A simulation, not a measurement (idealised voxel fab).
Name of the process module below: voxel transistor to metal
Cross-section cut: width 160 nm, square cells of 5 nm.
A cross-section in this document is a grid of square cells, and it is written down as bands, the top band listed before the ones below it; a band is made up of one or more rows of cells.
Band entry format. Leading values: height of top, height of bottom, nm. Remainder: materials in left-to-right order, each with its width in nm. Special words: "everywhere" on a single material, which then fills the band edge to edge; "blank", empty space.
Height reference: 0 = level under which incoming wafer is all one material. Lowest band: no bottom, runs on downward, e.g. "0 and below".
Quick explanation for "30->40": the width changes in equal steps down the rows of cells, from the first number in the band's top row to the second number in its bottom row.
What does "stayed the same" mean for a step? It means no cell of the cross-section changed in that step.
"Enclosed voids" - sealed voids, min. 8 cells, no opening to top; format: width x height at distance (distance from left edge; nm throughout).
Whatever follows a step's settings on its line is a remark the simulator itself makes about that step.
For masked steps, "overlay nm" on the step line gives how far right of plan the mask actually lay; a minus sign means it lay to the left.

## Here's what the planned process steps look like
| 1 | RECEIVE with material Si |
| 2 | OXIDIZE with depth nm 5 |
| 3 | CONFORMAL_DEP with material SiN, thk nm 10 |
| 4 | MASKED_ETCH with tone cover, mask id ACTIVE, width nm 100, etch materials SiN, depth nm 10, overlay nm 0 |
| 5 | MASKED_ETCH with tone cover, mask id ACTIVE, width nm 100, etch materials SiO2, depth nm 5, overlay nm 0 |
| 6 | MASKED_ETCH with tone cover, mask id ACTIVE, width nm 100, etch materials Si, depth nm 25, overlay nm 0 |
| 7 | OXIDIZE with depth nm 5 |
| 8 | FILL_DEP with material SiO2, thk nm 15 |
| 9 | CMP with height nm 10 |
| 10 | SELECTIVE_ETCH with etch materials SiO2, depth nm 5 |
| 11 | STRIP with etch materials SiN |
| 12 | SELECTIVE_ETCH with etch materials SiO2, depth nm 5 |
| 13 | OXIDIZE with depth nm 5 |
| 14 | DIRECTIONAL_DEP with material polySi, thk nm 30 |
| 15 | DIRECTIONAL_DEP with material SiCN, thk nm 10 |
| 16 | MASKED_ETCH with tone cover, mask id GATE, width nm 20, etch materials SiCN, depth nm 20, overlay nm 0 |
| 17 | MASKED_ETCH with tone cover, mask id GATE, width nm 20, etch materials polySi, depth nm 40, overlay nm 0 |
| 18 | CONFORMAL_DEP with material SiN, thk nm 5 |
| 19 | DIRECTIONAL_ETCH with etch materials SiN, depth nm 5 |
| 20 | DIRECTIONAL_ETCH with etch materials SiO2, depth nm 5 |
| 21 | EPI with material pSi, thk nm 5 |
| 22 | FILL_DEP with material SiO2, thk nm 10 |
| 23 | CMP with height nm 35 |
| 24 | DIRECTIONAL_DEP with material SiO2, thk nm 15 |
| 25 | MASKED_ETCH with tone open, mask id CONTACT, width nm 15, pitch nm 75, etch materials SiO2, depth nm 55, overlay nm 0 |
| 26 | CONFORMAL_DEP with material TiN, thk nm 5 |
| 27 | FILL_DEP with material Ru, thk nm 5 |
| 28 | CMP with height nm 50 |
| 29 | CONFORMAL_DEP with material SiCN, thk nm 5 |
| 30 | DIRECTIONAL_DEP with material SiO2, thk nm 25 |
| 31 | PATTERN with tone open, mask id METAL_1, material resist, width nm 15, pitch nm 75, thk nm 15, overlay nm 0 |
| 32 | DIRECTIONAL_ETCH with etch materials SiO2, depth nm 25 |
| 33 | DIRECTIONAL_ETCH with etch materials SiCN, depth nm 5 |
| 34 | STRIP with etch materials resist |
| 35 | CONFORMAL_DEP with material TiN, thk nm 5 |
| 36 | FILL_DEP with material Ru, thk nm 5 |
| 37 | CMP with height nm 80 |
| 38 | EPI with material Ru, thk nm 5 |
| 39 | FILL_DEP with material SiCN, thk nm 5 |

## as received, after step 1
- 0 and below = Si everywhere
- Enclosed voids: none

## Figure: cross-sectional view of the wafer upon completion of the module, processed from the initial state and according to the plan depicted above, with one error introduced during execution
- 90 down to 85 = SiCN everywhere
- 85 down to 80 = SiCN 30; Ru 25; SiCN 50; Ru 25; SiCN 30
- 80 down to 55 = SiO2 35; TiN 5; Ru 5; TiN 5; SiO2 60; TiN 5; Ru 5; TiN 5; SiO2 35
- 55 down to 50 = SiCN 35; TiN 15; SiCN 60; TiN 15; SiCN 35
- 50 down to 35 = SiO2 35; TiN 5; Ru 5; TiN 5; SiO2 60; TiN 5; Ru 5; TiN 5; SiO2 35
- 35 down to 0 = SiO2 35; TiN 5; Ru 5; TiN 5; SiO2 15; SiN 5; polySi 20; SiN 5; SiO2 15; TiN 5; Ru 5; TiN 5; SiO2 35
- 0 down to -5 = SiO2 25; SiN 5; SiO2 5; TiN 15; SiO2 15; SiN 5; polySi 20; SiN 5; SiO2 15; TiN 15; SiO2 5; SiN 5; SiO2 25
- -5 down to -10 = SiO2 30; pSi 35; SiO2 30; pSi 35; SiO2 30
- -10 down to -35 = SiO2 35; Si 90; SiO2 35
- -35 and below = Si everywhere
- Enclosed voids: none
Nonconformance to the process plan: note that step 14 departed from the planned setting and was carried out as DIRECTIONAL_DEP with material polySi, thk nm 40
